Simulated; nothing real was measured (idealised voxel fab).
A process module follows: voxel gate over fins.
Shown is cross-section cut, with a width of 255 nm and square cells of size 5 nm.
A cross-section is written here as square cells arranged in a grid, and it is given in bands from the top down, each band taking up one or more rows of cells.
Heads up on the band format: heights come first, top then bottom, in nm. After that it's the materials left to right, each with its width in nm. A single material flagged "everywhere" fills the whole band edge to edge, and "empty" means there's empty space there.
Height reference: 0 = level under which incoming wafer is all one material. Lowest band: no bottom, runs on downward, e.g. "from 0 down".
With a width like "30..40", each row of cells in the band differs from the next by the same amount, the top row carrying the first number and the bottom row the second.
Take "nothing altered" at face value: in the step it is given for, the cross-section changed in none of its cells.
Under "Trapped void list" you'll find the enclosed gaps, the ones with no way out to the top, that are 8 cells or bigger; each reads width x height at distance, with distance counted from the left edge, everything in nm.
Past the settings on a step's line: simulator remark, on that step.
The line of a step may include "overlay nm". On a step with a mask, this value is how far to the right of its planned place the mask lay. A negative value means the mask lay to the left.

-- Below is the list of planned process steps
| 1 | op RECEIVE | material Si |
| 2 | op CONFORMAL_DEP | material SiN | thk nm 5 |
| 3 | op DIRECTIONAL_DEP | material aC | thk nm 10 |
| 4 | op PATTERN | tone cover | mask id FINS | material resist | width nm 15 | pitch nm 50 | thk nm 25 | overlay nm 0 |
| 5 | op DIRECTIONAL_ETCH | etch materials aC | depth nm 10 |
| 6 | op STRIP | etch materials resist |
| 7 | op DIRECTIONAL_ETCH | etch materials SiN | depth nm 5 |
| 8 | op DIRECTIONAL_ETCH | etch materials Si | depth nm 30 |
| 9 | op STRIP | etch materials aC |
| 10 | op FILL_DEP | material SiO2 | thk nm 15 |
| 11 | op CMP | height nm 5 |
| 12 | op MASKED_ETCH | tone open | mask id RAIL | width nm 15 | etch materials SiO2 | depth nm 30 | overlay nm 0 |
| 13 | op CONFORMAL_DEP | material TiN | thk nm 5 |
| 14 | op FILL_DEP | material W | thk nm 10 |
| 15 | op CMP | height nm 5 |
| 16 | op SELECTIVE_ETCH | etch materials W Ru TiN | depth nm 25 |
| 17 | op FILL_DEP | material SiO2 | thk nm 5 |
| 18 | op CMP | height nm 5 |
| 19 | op SELECTIVE_ETCH | etch materials SiO2 | depth nm 15 |
| 20 | op STRIP | etch materials SiN |
| 21 | op CONFORMAL_DEP | material HfO2 | thk nm 5 |
| 22 | op CONFORMAL_DEP | material TiN | thk nm 5 |
| 23 | op CONFORMAL_DEP | material TiAl | thk nm 5 |
| 24 | op CONFORMAL_DEP | material TiN | thk nm 5 |
| 25 | op FILL_DEP | material W | thk nm 15 |
| 26 | op CMP | height nm 30 |
| 27 | op CONFORMAL_DEP | material SiN | thk nm 5 |

-- first wafer, as planned

-- Cross-section of the incoming wafer, state after step 1
    from 0 down | Si everywhere
    Trapped void list: none

-- Wafer section view after processing step 2
    from 5 to 0 | SiN everywhere
    Unchanged below 0.

-- Wafer section view after processing step 3
    from 15 to 5 | aC everywhere
    Unchanged below 5.

-- Wafer section view after processing step 4
    from 40 to 15 | 70 of empty, then 15 of resist, then 35 of empty, then 15 of resist, then 35 of empty, then 15 of resist, then 70 of empty
    Unchanged below 15.

-- Wafer section view after processing step 5
    from 30 to 15 | 70 of empty, then 15 of resist, then 35 of empty, then 15 of resist, then 35 of empty, then 15 of resist, then 70 of empty
    from 15 to 5 | 70 of empty, then 15 of aC, then 35 of empty, then 15 of aC, then 35 of empty, then 15 of aC, then 70 of empty
    Unchanged below 5.

-- Wafer section view after processing step 6
    from 15 to 5 | 70 of empty, then 15 of aC, then 35 of empty, then 15 of aC, then 35 of empty, then 15 of aC, then 70 of empty
    Unchanged below 5.

-- Wafer section view after processing step 7
    from 15 to 5 | 70 of empty, then 15 of aC, then 35 of empty, then 15 of aC, then 35 of empty, then 15 of aC, then 70 of empty
    from 5 to 0 | 70 of empty, then 15 of SiN, then 35 of empty, then 15 of SiN, then 35 of empty, then 15 of SiN, then 70 of empty
    Unchanged below 0.

-- Wafer section view after processing step 8
    from 15 to 5 | 70 of empty, then 15 of aC, then 35 of empty, then 15 of aC, then 35 of empty, then 15 of aC, then 70 of empty
    from 5 to 0 | 70 of empty, then 15 of SiN, then 35 of empty, then 15 of SiN, then 35 of empty, then 15 of SiN, then 70 of empty
    from 0 to -30 | 70 of empty, then 15 of Si, then 35 of empty, then 15 of Si, then 35 of empty, then 15 of Si, then 70 of empty
    Unchanged below -30.

-- Wafer section view after processing step 9
    from 5 to 0 | 70 of empty, then 15 of SiN, then 35 of empty, then 15 of SiN, then 35 of empty, then 15 of SiN, then 70 of empty
    Unchanged below 0.

-- Wafer section view after processing step 10
    from 20 to 5 | SiO2 everywhere
    from 5 to 0 | 70 of SiO2, then 15 of SiN, then 35 of SiO2, then 15 of SiN, then 35 of SiO2, then 15 of SiN, then 70 of SiO2
    from 0 to -30 | 70 of SiO2, then 15 of Si, then 35 of SiO2, then 15 of Si, then 35 of SiO2, then 15 of Si, then 70 of SiO2
    Unchanged below -30.

-- Wafer section view after processing step 11
    from 5 to 0 | 70 of SiO2, then 15 of SiN, then 35 of SiO2, then 15 of SiN, then 35 of SiO2, then 15 of SiN, then 70 of SiO2
    Unchanged below 0.

-- Wafer section view after processing step 12
    from 5 to 0 | 70 of SiO2, then 15 of SiN, then 10 of SiO2, then 15 of empty, then 10 of SiO2, then 15 of SiN, then 35 of SiO2, then 15 of SiN, then 70 of SiO2
    from 0 to -25 | 70 of SiO2, then 15 of Si, then 10 of SiO2, then 15 of empty, then 10 of SiO2, then 15 of Si, then 35 of SiO2, then 15 of Si, then 70 of SiO2
    Unchanged below -25.

-- Wafer section view after processing step 13
    from 10 to 5 | 100 of TiN, then 5 of empty, then 150 of TiN
    from 5 to 0 | 70 of SiO2, then 15 of SiN, then 10 of SiO2, then 5 of TiN, then 5 of empty, then 5 of TiN, then 10 of SiO2, then 15 of SiN, then 35 of SiO2, then 15 of SiN, then 70 of SiO2
    from 0 to -20 | 70 of SiO2, then 15 of Si, then 10 of SiO2, then 5 of TiN, then 5 of empty, then 5 of TiN, then 10 of SiO2, then 15 of Si, then 35 of SiO2, then 15 of Si, then 70 of SiO2
    from -20 to -25 | 70 of SiO2, then 15 of Si, then 10 of SiO2, then 15 of TiN, then 10 of SiO2, then 15 of Si, then 35 of SiO2, then 15 of Si, then 70 of SiO2
    Unchanged below -25.

-- Wafer section view after processing step 14
    from 20 to 10 | W everywhere
    from 10 to 5 | 100 of TiN, then 5 of W, then 150 of TiN
    from 5 to 0 | 70 of SiO2, then 15 of SiN, then 10 of SiO2, then 5 of TiN, then 5 of W, then 5 of TiN, then 10 of SiO2, then 15 of SiN, then 35 of SiO2, then 15 of SiN, then 70 of SiO2
    from 0 to -20 | 70 of SiO2, then 15 of Si, then 10 of SiO2, then 5 of TiN, then 5 of W, then 5 of TiN, then 10 of SiO2, then 15 of Si, then 35 of SiO2, then 15 of Si, then 70 of SiO2
    Unchanged below -20.

-- Wafer section view after processing step 15
    from 5 to 0 | 70 of SiO2, then 15 of SiN, then 10 of SiO2, then 5 of TiN, then 5 of W, then 5 of TiN, then 10 of SiO2, then 15 of SiN, then 35 of SiO2, then 15 of SiN, then 70 of SiO2
    Unchanged below 0.

-- Wafer section view after processing step 16
    from 5 to 0 | 70 of SiO2, then 15 of SiN, then 10 of SiO2, then 15 of empty, then 10 of SiO2, then 15 of SiN, then 35 of SiO2, then 15 of SiN, then 70 of SiO2
    from 0 to -20 | 70 of SiO2, then 15 of Si, then 10 of SiO2, then 15 of empty, then 10 of SiO2, then 15 of Si, then 35 of SiO2, then 15 of Si, then 70 of SiO2
    Unchanged below -20.

-- Wafer section view after processing step 17
    from 10 to 5 | SiO2 everywhere
    from 5 to 0 | 70 of SiO2, then 15 of SiN, then 35 of SiO2, then 15 of SiN, then 35 of SiO2, then 15 of SiN, then 70 of SiO2
    from 0 to -20 | 70 of SiO2, then 15 of Si, then 35 of SiO2, then 15 of Si, then 35 of SiO2, then 15 of Si, then 70 of SiO2
    Unchanged below -20.

-- Wafer section view after processing step 18
    from 5 to 0 | 70 of SiO2, then 15 of SiN, then 35 of SiO2, then 15 of SiN, then 35 of SiO2, then 15 of SiN, then 70 of SiO2
    Unchanged below 0.

-- Wafer section view after processing step 19
    from 5 to 0 | 70 of empty, then 15 of SiN, then 35 of empty, then 15 of SiN, then 35 of empty, then 15 of SiN, then 70 of empty
    from 0 to -10 | 70 of empty, then 15 of Si, then 35 of empty, then 15 of Si, then 35 of empty, then 15 of Si, then 70 of empty
    Unchanged below -10.

-- Wafer section view after processing step 20
    from 0 to -10 | 70 of empty, then 15 of Si, then 35 of empty, then 15 of Si, then 35 of empty, then 15 of Si, then 70 of empty
    Unchanged below -10.

-- Wafer section view after processing step 21
    from 5 to 0 | 65 of empty, then 25 of HfO2, then 25 of empty, then 25 of HfO2, then 25 of empty, then 25 of HfO2, then 65 of empty
    from 0 to -5 | 65 of empty, then 5 of HfO2, then 15 of Si, then 5 of HfO2, then 25 of empty, then 5 of HfO2, then 15 of Si, then 5 of HfO2, then 25 of empty, then 5 of HfO2, then 15 of Si, then 5 of HfO2, then 65 of empty
    from -5 to -10 | 70 of HfO2, then 15 of Si, then 35 of HfO2, then 15 of Si, then 35 of HfO2, then 15 of Si, then 70 of HfO2
    Unchanged below -10.

-- Wafer section view after processing step 22
    from 10 to 5 | 60 of empty, then 35 of TiN, then 15 of empty, then 35 of TiN, then 15 of empty, then 35 of TiN, then 60 of empty
    from 5 to 0 | 60 of empty, then 5 of TiN, then 25 of HfO2, then 5 of TiN, then 15 of empty, then 5 of TiN, then 25 of HfO2, then 5 of TiN, then 15 of empty, then 5 of TiN, then 25 of HfO2, then 5 of TiN, then 60 of empty
    from 0 to -5 | 65 of TiN, then 5 of HfO2, then 15 of Si, then 5 of HfO2, then 25 of TiN, then 5 of HfO2, then 15 of Si, then 5 of HfO2, then 25 of TiN, then 5 of HfO2, then 15 of Si, then 5 of HfO2, then 65 of TiN
    Unchanged below -5.

-- Wafer section view after processing step 23
    from 15 to 10 | 55 of empty, then 45 of TiAl, then 5 of empty, then 45 of TiAl, then 5 of empty, then 45 of TiAl, then 55 of empty
    from 10 to 5 | 55 of empty, then 5 of TiAl, then 35 of TiN, then 5 of TiAl, then 5 of empty, then 5 of TiAl, then 35 of TiN, then 5 of TiAl, then 5 of empty, then 5 of TiAl, then 35 of TiN, then 5 of TiAl, then 55 of empty
    from 5 to 0 | 60 of TiAl, then 5 of TiN, then 25 of HfO2, then 5 of TiN, then 15 of TiAl, then 5 of TiN, then 25 of HfO2, then 5 of TiN, then 15 of TiAl, then 5 of TiN, then 25 of HfO2, then 5 of TiN, then 60 of TiAl
    Unchanged below 0.

-- Wafer section view after processing step 24
    from 20 to 15 | 50 of empty, then 155 of TiN, then 50 of empty
    from 15 to 10 | 50 of empty, then 5 of TiN, then 45 of TiAl, then 5 of TiN, then 45 of TiAl, then 5 of TiN, then 45 of TiAl, then 5 of TiN, then 50 of empty
    from 10 to 5 | 55 of TiN, then 5 of TiAl, then 35 of TiN, then 5 of TiAl, then 5 of TiN, then 5 of TiAl, then 35 of TiN, then 5 of TiAl, then 5 of TiN, then 5 of TiAl, then 35 of TiN, then 5 of TiAl, then 55 of TiN
    Unchanged below 5.

-- Wafer section view after processing step 25
    from 35 to 20 | W everywhere
    from 20 to 15 | 50 of W, then 155 of TiN, then 50 of W
    from 15 to 10 | 50 of W, then 5 of TiN, then 45 of TiAl, then 5 of TiN, then 45 of TiAl, then 5 of TiN, then 45 of TiAl, then 5 of TiN, then 50 of W
    Unchanged below 10.

-- Wafer section view after processing step 26
    from 30 to 20 | W everywhere
    Unchanged below 20.

-- Wafer section view after processing step 27
    from 35 to 30 | SiN everywhere
    Unchanged below 30.

-- For the second wafer, take the first wafer's start and plan, then add one mistake made in running it; everything through step 22, that step included, is shared with the first

-- Cross-section of the second wafer at the time step 23 of the plan should have ended
    from 15 to 5 | 55 of empty, then 45 of TiN, then 5 of empty, then 45 of TiN, then 5 of empty, then 45 of TiN, then 55 of empty
    from 5 to 0 | 65 of TiN, then 25 of HfO2, then 25 of TiN, then 25 of HfO2, then 25 of TiN, then 25 of HfO2, then 65 of TiN
    Unchanged below 0.

-- Cross-section of the second wafer at the time step 24 of the plan should have ended
    from 20 to 15 | 50 of empty, then 155 of TiAl, then 50 of empty
    from 15 to 10 | 50 of empty, then 5 of TiAl, then 45 of TiN, then 5 of TiAl, then 45 of TiN, then 5 of TiAl, then 45 of TiN, then 5 of TiAl, then 50 of empty
    from 10 to 5 | 55 of TiAl, then 45 of TiN, then 5 of TiAl, then 45 of TiN, then 5 of TiAl, then 45 of TiN, then 55 of TiAl
    Unchanged below 5.

-- Cross-section of the second wafer at the time step 25 of the plan should have ended
    from 35 to 20 | W everywhere
    from 20 to 15 | 50 of W, then 155 of TiAl, then 50 of W
    from 15 to 10 | 50 of W, then 5 of TiAl, then 45 of TiN, then 5 of TiAl, then 45 of TiN, then 5 of TiAl, then 45 of TiN, then 5 of TiAl, then 50 of W
    Unchanged below 10.

-- Cross-section of the second wafer at the time step 26 of the plan should have ended
    from 30 to 20 | W everywhere
    Unchanged below 20.

-- Cross-section of the second wafer at the time step 27 of the plan should have ended
    from 35 to 30 | SiN everywhere
    Unchanged below 30.
Plan not followed: note: step 23 <-> step 24, run order reversed vs plan
Final difference in cells, second wafer against first, listed per material as more or fewer: 4 fewer of TiAl | 4 more of TiN
